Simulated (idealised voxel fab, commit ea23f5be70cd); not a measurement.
Process module heading - voxel trench capacitor
Displayed cross-section: cut, width of 275 nm, square cells sized 5 nm.
A cross-section is a grid of square cells, given in bands from the top down. A band is one or more rows of cells. What a band's entry tells you: where the top is and where the bottom is, as heights in nm, and after that what lies inside, material by material from left to right, each with its width in nm. Empty space is written as the word "air", and a single material marked with the word "all across" occupies the band from edge to edge. Heights are expressed relative to 0, this being the level below which the as-received wafer comprises one material exclusively. The lowest band is unbounded in the downward direction and is denoted as in "0..down". The notation "30->40" denotes a width that varies across the rows of cells in the band, beginning at the first number in the top row, finishing at the second number in the bottom row, and changing by an identical amount from each row to the next. Where a step carries "stayed the same", the cross-section came out of it unchanged, cell for cell. The entry titled "Enclosed internal cavities" provides the empty spaces that have no open way to the top, restricted to those of 8 cells or more. Each is presented as width x height at distance, the distance being measured from the left edge, with all three in nm. after a step's settings: what the simulator itself notes on the step. If you see "overlay nm" on a step's line and that step has a mask, it's telling you how far right of where it was planned the mask ended up; a negative number means it went left instead.
-- Intended process steps
1: RECEIVE | material Si
2: CONFORMAL_DEP | material SiN | thk nm 10
3: DIRECTIONAL_DEP | material aC | thk nm 10
4: PATTERN | tone open | mask id TRENCH | material resist | width nm 25 | pitch nm 40 | thk nm 25 | overlay nm 0
5: DIRECTIONAL_ETCH | etch materials aC | depth nm 10
6: STRIP | etch materials resist
7: DIRECTIONAL_ETCH | etch materials SiN | depth nm 10
8: DIRECTIONAL_ETCH | etch materials Si | depth nm 30
9: STRIP | etch materials aC
10: CONFORMAL_DEP | material HfO2 | thk nm 5
11: CONFORMAL_DEP | material TiN | thk nm 5
12: FILL_DEP | material W | thk nm 10
13: CMP | height nm 10
-- Incoming wafer, cross-sectional view, post step 1
  0..down  Si all across
  Enclosed internal cavities: none
-- The first of the two wafers as seen in cross-section once the module was finished; processing followed the plan
  10..0  SiN (105), HfO2 (5), TiN (5), W (5), TiN (5), HfO2 (5), SiN (15), HfO2 (5), TiN (5), W (5), TiN (5), HfO2 (5), SiN (105)
  0..-20  Si (105), HfO2 (5), TiN (5), W (5), TiN (5), HfO2 (5), Si (15), HfO2 (5), TiN (5), W (5), TiN (5), HfO2 (5), Si (105)
  -20..-25  Si (105), HfO2 (5), TiN (15), HfO2 (5), Si (15), HfO2 (5), TiN (15), HfO2 (5), Si (105)
  -25..-30  Si (105), HfO2 (25), Si (15), HfO2 (25), Si (105)
  -30..down  Si all across
  Enclosed internal cavities: none
-- End of module, second wafer, cross-section. Started like the first, planned like the first, run with one mistake
  15..10  HfO2 (110), TiN (5), W (5), TiN (5), HfO2 (25), TiN (5), W (5), TiN (5), HfO2 (110)
  10..0  SiN (105), HfO2 (5), TiN (5), W (5), TiN (5), HfO2 (5), SiN (15), HfO2 (5), TiN (5), W (5), TiN (5), HfO2 (5), SiN (105)
  0..-20  Si (105), HfO2 (5), TiN (5), W (5), TiN (5), HfO2 (5), Si (15), HfO2 (5), TiN (5), W (5), TiN (5), HfO2 (5), Si (105)
  -20..-25  Si (105), HfO2 (5), TiN (15), HfO2 (5), Si (15), HfO2 (5), TiN (15), HfO2 (5), Si (105)
  -25..-30  Si (105), HfO2 (25), Si (15), HfO2 (25), Si (105)
  -30..down  Si all across
  Enclosed internal cavities: none
Plan not followed: contrary to plan, step 13 was performed as CMP | height nm 15
Materials where the second wafer ends with more or fewer cells than the first: +49 HfO2; +4 TiN; +2 W
